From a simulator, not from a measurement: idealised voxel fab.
Title: Process Module voxel local oxidation
Square cell edge 5 nm, section width 255 nm, ID cut.
Notation: cross-section as square-cell grid; stated in bands, top first, going down; one or more cell rows per band.
Quick guide to a band line: top height, bottom height (nm) up front; then every material left to right with its width in nm. Only one material and it's marked "all across"? Then it fills the band edge to edge. And "blank" just means empty space.
Ref level 0: as-received wafer is one material below here. Bottom band extends down with no lower bound ("0..down").
Width: "30->40" (first number = top row, second number = bottom row, same change from row to row of cells).
The designation "nothing changed", where it is given for a processing step, indicates that no cell of the cross-section was altered in the course of that step.
The label "Closed void roster" introduces a list of the empty spaces, 8 cells or larger, that have no open way up to the top; each entry in it reads width x height at distance, where the distance is taken from the left edge and all three are stated in nm.
It should be noted that, on the line of a given step, the content following the step's settings is a remark produced by the simulator itself with respect to that step.
Among the settings permitted on a step's line is "overlay nm"; applied to a step with a mask, it specifies the extent to which the mask lay to the right of its planned position, whereas a negative figure signifies a position to the left.
Pairs from here to the end. Each: cross-section before one process step, cross-section after it, the latter only as far down as the lowest band that changed. Under each: the step between, and its settings. Mind that the pairs may be taken from different runs of this module on the same starting wafer; whether a pair continues from the pair above depends on its entry headed "Pre-step section", and it does only where that entry says so.
PRE-STEP SECTION
    0..down: Si all across
    Closed void roster: none
RESULT OF STEP
    5..0: SiO2 all across
    Everything under 0 stays put, no change at all.
    Closed void roster: none
Going from one cross-section above to the next, the wafer undergoes CONFORMAL_DEP | material SiO2 | thk nm 5
Pre-step section: after-state, pair directly above.
RESULT OF STEP
    20..5: SiN all across
    Everything under 5 stays put, no change at all.
    Closed void roster: none
Going from one cross-section above to the next, the wafer undergoes CONFORMAL_DEP | material SiN | thk nm 15
Pre-step section: after-state, pair directly above.
RESULT OF STEP
    40..20: 80 blank, 95 resist, 80 blank
    Everything under 20 stays put, no change at all.
    Closed void roster: none
Going from one cross-section above to the next, the wafer undergoes PATTERN | tone cover | mask id ACTIVE | material resist | width nm 95 | thk nm 20 | overlay nm 0
Pre-step section: after-state, pair directly above.
RESULT OF STEP
    40..20: 80 blank, 95 resist, 80 blank
    20..5: 80 blank, 95 SiN, 80 blank
    Everything under 5 stays put, no change at all.
    Closed void roster: none
Going from one cross-section above to the next, the wafer undergoes DIRECTIONAL_ETCH | etch materials SiN | depth nm 15
Pre-step section: after-state, pair directly above.
RESULT OF STEP
    20..5: 80 blank, 95 SiN, 80 blank
    Everything under 5 stays put, no change at all.
    Closed void roster: none
Going from one cross-section above to the next, the wafer undergoes STRIP | etch materials resist
Pre-step section: after-state, pair directly above.
RESULT OF STEP
    20..5: 80 blank, 95 SiN, 80 blank
    5..0: 85 blank, 85 SiO2, 85 blank
    Everything under 0 stays put, no change at all.
    Closed void roster: none
Going from one cross-section above to the next, the wafer undergoes SELECTIVE_ETCH | etch materials SiO2 | depth nm 5
Pre-step section: after-state, pair directly above.
RESULT OF STEP
    20..5: 80 blank, 95 SiN, 80 blank
    5..0: 85 blank, 85 SiO2, 85 blank
    0..-10: 95 SiO2, 65 Si, 95 SiO2
    Everything under -10 stays put, no change at all.
    Closed void roster: none
Going from one cross-section above to the next, the wafer undergoes OXIDIZE | depth nm 10
Pre-step section: after-state, pair directly above.
RESULT OF STEP
    5..0: 85 blank, 85 SiO2, 85 blank
    Everything under 0 stays put, no change at all.
    Closed void roster: none
Going from one cross-section above to the next, the wafer undergoes STRIP | etch materials SiN
PRE-STEP SECTION
    40..20: 80 blank, 95 resist, 80 blank
    20..5: 80 blank, 95 SiN, 80 blank
    5..0: SiO2 all across
    0..down: Si all across
    Closed void roster: none
RESULT OF STEP
    40..20: 80 blank, 95 resist, 80 blank
    20..5: 80 blank, 95 SiN, 80 blank
    5..0: 85 blank, 85 SiO2, 85 blank
    Everything under 0 stays put, no change at all.
    Closed void roster: none
Going from one cross-section above to the next, the wafer undergoes SELECTIVE_ETCH | etch materials SiO2 | depth nm 5
Pre-step section: after-state, pair directly above.
RESULT OF STEP
    20..5: 80 blank, 95 SiN, 80 blank
    Everything under 5 stays put, no change at all.
    Closed void roster: none
Going from one cross-section above to the next, the wafer undergoes STRIP | etch materials resist
Pre-step section: after-state, pair directly above.
RESULT OF STEP
    20..5: 80 blank, 95 SiN, 80 blank
    5..0: 85 blank, 85 SiO2, 85 blank
    0..-5: 90 SiO2, 75 Si, 90 SiO2
    Everything under -5 stays put, no change at all.
    Closed void roster: none
Going from one cross-section above to the next, the wafer undergoes OXIDIZE | depth nm 5
Pre-step section: after-state, pair directly above.
RESULT OF STEP
    5..0: 85 blank, 85 SiO2, 85 blank
    Everything under 0 stays put, no change at all.
    Closed void roster: none
Going from one cross-section above to the next, the wafer undergoes STRIP | etch materials SiN
PRE-STEP SECTION
    20..5: SiN all across
    5..0: SiO2 all across
    0..down: Si all across
    Closed void roster: none
RESULT OF STEP
    40..20: 75 blank, 105 resist, 75 blank
    Everything under 20 stays put, no change at all.
    Closed void roster: none
Going from one cross-section above to the next, the wafer undergoes PATTERN | tone cover | mask id ACTIVE | material resist | width nm 105 | thk nm 20 | overlay nm 0
Pre-step section: after-state, pair directly above.
RESULT OF STEP
    40..20: 75 blank, 105 resist, 75 blank
    20..5: 75 blank, 105 SiN, 75 blank
    Everything under 5 stays put, no change at all.
    Closed void roster: none
Going from one cross-section above to the next, the wafer undergoes DIRECTIONAL_ETCH | etch materials SiN | depth nm 15
Pre-step section: after-state, pair directly above.
RESULT OF STEP
    20..5: 75 blank, 105 SiN, 75 blank
    Everything under 5 stays put, no change at all.
    Closed void roster: none
Going from one cross-section above to the next, the wafer undergoes STRIP | etch materials resist
Pre-step section: after-state, pair directly above.
RESULT OF STEP
    20..5: 75 blank, 105 SiN, 75 blank
    5..0: 80 blank, 95 SiO2, 80 blank
    Everything under 0 stays put, no change at all.
    Closed void roster: none
Going from one cross-section above to the next, the wafer undergoes SELECTIVE_ETCH | etch materials SiO2 | depth nm 5
Pre-step section: after-state, pair directly above.
RESULT OF STEP
    20..5: 75 blank, 105 SiN, 75 blank
    5..0: 80 blank, 95 SiO2, 80 blank
    0..-10: 90 SiO2, 75 Si, 90 SiO2
    Everything under -10 stays put, no change at all.
    Closed void roster: none
Going from one cross-section above to the next, the wafer undergoes OXIDIZE | depth nm 10
Pre-step section: after-state, pair directly above.
RESULT OF STEP
    5..0: 80 blank, 95 SiO2, 80 blank
    Everything under 0 stays put, no change at all.
    Closed void roster: none
Going from one cross-section above to the next, the wafer undergoes STRIP | etch materials SiN
PRE-STEP SECTION
    20..5: SiN all across
    5..0: SiO2 all across
    0..down: Si all across
    Closed void roster: none
RESULT OF STEP
    40..20: 70 blank, 95 resist, 90 blank
    Everything under 20 stays put, no change at all.
    Closed void roster: none
Going from one cross-section above to the next, the wafer undergoes PATTERN | tone cover | mask id ACTIVE | material resist | width nm 95 | thk nm 20 | overlay nm -10
Pre-step section: after-state, pair directly above.
RESULT OF STEP
    40..20: 70 blank, 95 resist, 90 blank
    20..5: 70 blank, 95 SiN, 90 blank
    Everything under 5 stays put, no change at all.
    Closed void roster: none
Going from one cross-section above to the next, the wafer undergoes DIRECTIONAL_ETCH | etch materials SiN | depth nm 15
Pre-step section: after-state, pair directly above.
RESULT OF STEP
    20..5: 70 blank, 95 SiN, 90 blank
    Everything under 5 stays put, no change at all.
    Closed void roster: none
Going from one cross-section above to the next, the wafer undergoes STRIP | etch materials resist
Pre-step section: after-state, pair directly above.
RESULT OF STEP
    20..5: 70 blank, 95 SiN, 90 blank
    5..0: 75 blank, 85 SiO2, 95 blank
    Everything under 0 stays put, no change at all.
    Closed void roster: none
Going from one cross-section above to the next, the wafer undergoes SELECTIVE_ETCH | etch materials SiO2 | depth nm 5
Pre-step section: after-state, pair directly above.
RESULT OF STEP
    20..5: 70 blank, 95 SiN, 90 blank
    5..0: 75 blank, 85 SiO2, 95 blank
    0..-10: 85 SiO2, 65 Si, 105 SiO2
    Everything under -10 stays put, no change at all.
    Closed void roster: none
Going from one cross-section above to the next, the wafer undergoes OXIDIZE | depth nm 10
Pre-step section: after-state, pair directly above.
RESULT OF STEP
    5..0: 75 blank, 85 SiO2, 95 blank
    Everything under 0 stays put, no change at all.
    Closed void roster: none
Going from one cross-section above to the next, the wafer undergoes STRIP | etch materials SiN
PRE-STEP SECTION
    5..0: SiO2 all across
    0..down: Si all across
    Closed void roster: none
RESULT OF STEP
    20..0: SiO2 all across
    Everything under 0 stays put, no change at all.
    Closed void roster: none
Going from one cross-section above to the next, the wafer undergoes CONFORMAL_DEP | material SiO2 | thk nm 15
Pre-step section: after-state, pair directly above.
RESULT OF STEP
    40..20: 80 blank, 95 resist, 80 blank
    Everything under 20 stays put, no change at all.
    Closed void roster: none
Going from one cross-section above to the next, the wafer undergoes PATTERN | tone cover | mask id ACTIVE | material resist | width nm 95 | thk nm 20 | overlay nm 0
Pre-step section: after-state, pair directly above.
RESULT OF STEP
    20..0: SiO2 all across
    Everything under 0 stays put, no change at all.
    Closed void roster: none
Going from one cross-section above to the next, the wafer undergoes STRIP | etch materials resist
Pre-step section: after-state, pair directly above.
RESULT OF STEP
    15..0: SiO2 all across
    Everything under 0 stays put, no change at all.
    Closed void roster: none
Going from one cross-section above to the next, the wafer undergoes SELECTIVE_ETCH | etch materials SiO2 | depth nm 5
PRE-STEP SECTION
    20..5: SiN all across
    5..0: SiO2 all across
    0..down: Si all across
    Closed void roster: none
RESULT OF STEP
    40..20: 80 resist, 95 blank, 80 resist
    Everything under 20 stays put, no change at all.
    Closed void roster: none
Going from one cross-section above to the next, the wafer undergoes PATTERN | tone open | mask id ACTIVE | material resist | width nm 95 | thk nm 20 | overlay nm 0
Pre-step section: after-state, pair directly above.
RESULT OF STEP
    40..20: 80 resist, 95 blank, 80 resist
    20..5: 80 SiN, 95 blank, 80 SiN
    Everything under 5 stays put, no change at all.
    Closed void roster: none
Going from one cross-section above to the next, the wafer undergoes DIRECTIONAL_ETCH | etch materials SiN | depth nm 15
Pre-step section: after-state, pair directly above.
RESULT OF STEP
    20..5: 80 SiN, 95 blank, 80 SiN
    Everything under 5 stays put, no change at all.
    Closed void roster: none
Going from one cross-section above to the next, the wafer undergoes STRIP | etch materials resist
Pre-step section: after-state, pair directly above.
RESULT OF STEP
    20..5: 80 SiN, 95 blank, 80 SiN
    5..0: 75 SiO2, 105 blank, 75 SiO2
    Everything under 0 stays put, no change at all.
    Closed void roster: none
Going from one cross-section above to the next, the wafer undergoes SELECTIVE_ETCH | etch materials SiO2 | depth nm 5
Pre-step section: after-state, pair directly above.
RESULT OF STEP
    20..5: 80 SiN, 95 blank, 80 SiN
    5..0: 75 SiO2, 105 blank, 75 SiO2
    0..-10: 65 Si, 125 SiO2, 65 Si
    Everything under -10 stays put, no change at all.
    Closed void roster: none
Going from one cross-section above to the next, the wafer undergoes OXIDIZE | depth nm 10
Pre-step section: after-state, pair directly above.
RESULT OF STEP
    5..0: 75 SiO2, 105 blank, 75 SiO2
    Everything under 0 stays put, no change at all.
    Closed void roster: none
Going from one cross-section above to the next, the wafer undergoes STRIP | etch materials SiN
